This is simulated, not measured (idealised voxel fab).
process module | voxel plated lines
cross-section cut | 215 nm wide | cells 5 nm
A cross-section is a grid of square cells, given in bands from the top down. A band is one or more rows of cells.
Each band's line starts with the height of the band's top and of its bottom, in nm. Then come its materials from left to right, each with its width in nm. One material with "throughout" fills the band from edge to edge. "air" is empty space.
Height 0 is the level under which the wafer as received is all one material. The lowest band goes on downwards, as in "0 down".
A width such as "30 to 40" changes by the same amount from each row of cells to the next, from the band's top row to its bottom row.
"no change" after a step means that no cell of the cross-section changed.
closed voids: empty space of 8 cells or more with no open way to the top, each as width x height at its distance from the left edge, in nm
after a step's settings: what the simulator itself notes on the step
overlay nm, on a step with a mask: how far to the right of its planned place the mask lay; to the left if negative
plan
1 op RECEIVE | material Si
2 op CONFORMAL_DEP | material SiN | thk nm 15
3 op DIRECTIONAL_DEP | material TiN | thk nm 5
4 op PATTERN | tone open | mask id LINES | material resist | width nm 25 | pitch nm 55 | thk nm 30 | overlay nm 0
5 op EPI | material Ru | thk nm 5
6 op EPI | material Ru | thk nm 5
7 op STRIP | etch materials resist
8 op DIRECTIONAL_ETCH | etch materials TiN | depth nm 5
9 op CONFORMAL_DEP | material SiO2 | thk nm 5
first wafer, as planned
as received, after step 1
  0 down: Si throughout
  closed voids: none
after step 2
  15 to 0: SiN throughout
  below 0: unchanged
after step 3
  20 to 15: TiN throughout
  below 15: unchanged
after step 4
  50 to 20: resist 40 | air 25 | resist 30 | air 25 | resist 30 | air 25 | resist 40
  below 20: unchanged
after step 5
  50 to 25: resist 40 | air 25 | resist 30 | air 25 | resist 30 | air 25 | resist 40
  25 to 20: resist 40 | Ru 25 | resist 30 | Ru 25 | resist 30 | Ru 25 | resist 40
  below 20: unchanged
after step 6
  50 to 30: resist 40 | air 25 | resist 30 | air 25 | resist 30 | air 25 | resist 40
  30 to 20: resist 40 | Ru 25 | resist 30 | Ru 25 | resist 30 | Ru 25 | resist 40
  below 20: unchanged
after step 7
  30 to 20: air 40 | Ru 25 | air 30 | Ru 25 | air 30 | Ru 25 | air 40
  below 20: unchanged
after step 8
  30 to 20: air 40 | Ru 25 | air 30 | Ru 25 | air 30 | Ru 25 | air 40
  20 to 15: air 40 | TiN 25 | air 30 | TiN 25 | air 30 | TiN 25 | air 40
  below 15: unchanged
after step 9
  35 to 30: air 35 | SiO2 35 | air 20 | SiO2 35 | air 20 | SiO2 35 | air 35
  30 to 20: air 35 | SiO2 5 | Ru 25 | SiO2 5 | air 20 | SiO2 5 | Ru 25 | SiO2 5 | air 20 | SiO2 5 | Ru 25 | SiO2 5 | air 35
  20 to 15: SiO2 40 | TiN 25 | SiO2 30 | TiN 25 | SiO2 30 | TiN 25 | SiO2 40
  below 15: unchanged
second wafer: like start, like plan, one mistake. Through step 4 it matches the first wafer
when step 6 should have ended
  50 to 25: resist 40 | air 25 | resist 30 | air 25 | resist 30 | air 25 | resist 40
  25 to 20: resist 40 | Ru 25 | resist 30 | Ru 25 | resist 30 | Ru 25 | resist 40
  below 20: unchanged
when step 7 should have ended
  25 to 20: air 40 | Ru 25 | air 30 | Ru 25 | air 30 | Ru 25 | air 40
  below 20: unchanged
when step 8 should have ended
  25 to 20: air 40 | Ru 25 | air 30 | Ru 25 | air 30 | Ru 25 | air 40
  20 to 15: air 40 | TiN 25 | air 30 | TiN 25 | air 30 | TiN 25 | air 40
  below 15: unchanged
when step 9 should have ended
  30 to 25: air 35 | SiO2 35 | air 20 | SiO2 35 | air 20 | SiO2 35 | air 35
  25 to 20: air 35 | SiO2 5 | Ru 25 | SiO2 5 | air 20 | SiO2 5 | Ru 25 | SiO2 5 | air 20 | SiO2 5 | Ru 25 | SiO2 5 | air 35
  20 to 15: SiO2 40 | TiN 25 | SiO2 30 | TiN 25 | SiO2 30 | TiN 25 | SiO2 40
  below 15: unchanged
what went wrong: one of the steps 5 and 6, which are alike, was left out
at the end the second wafer has, in cells: 15 fewer of Ru | 6 fewer of SiO2
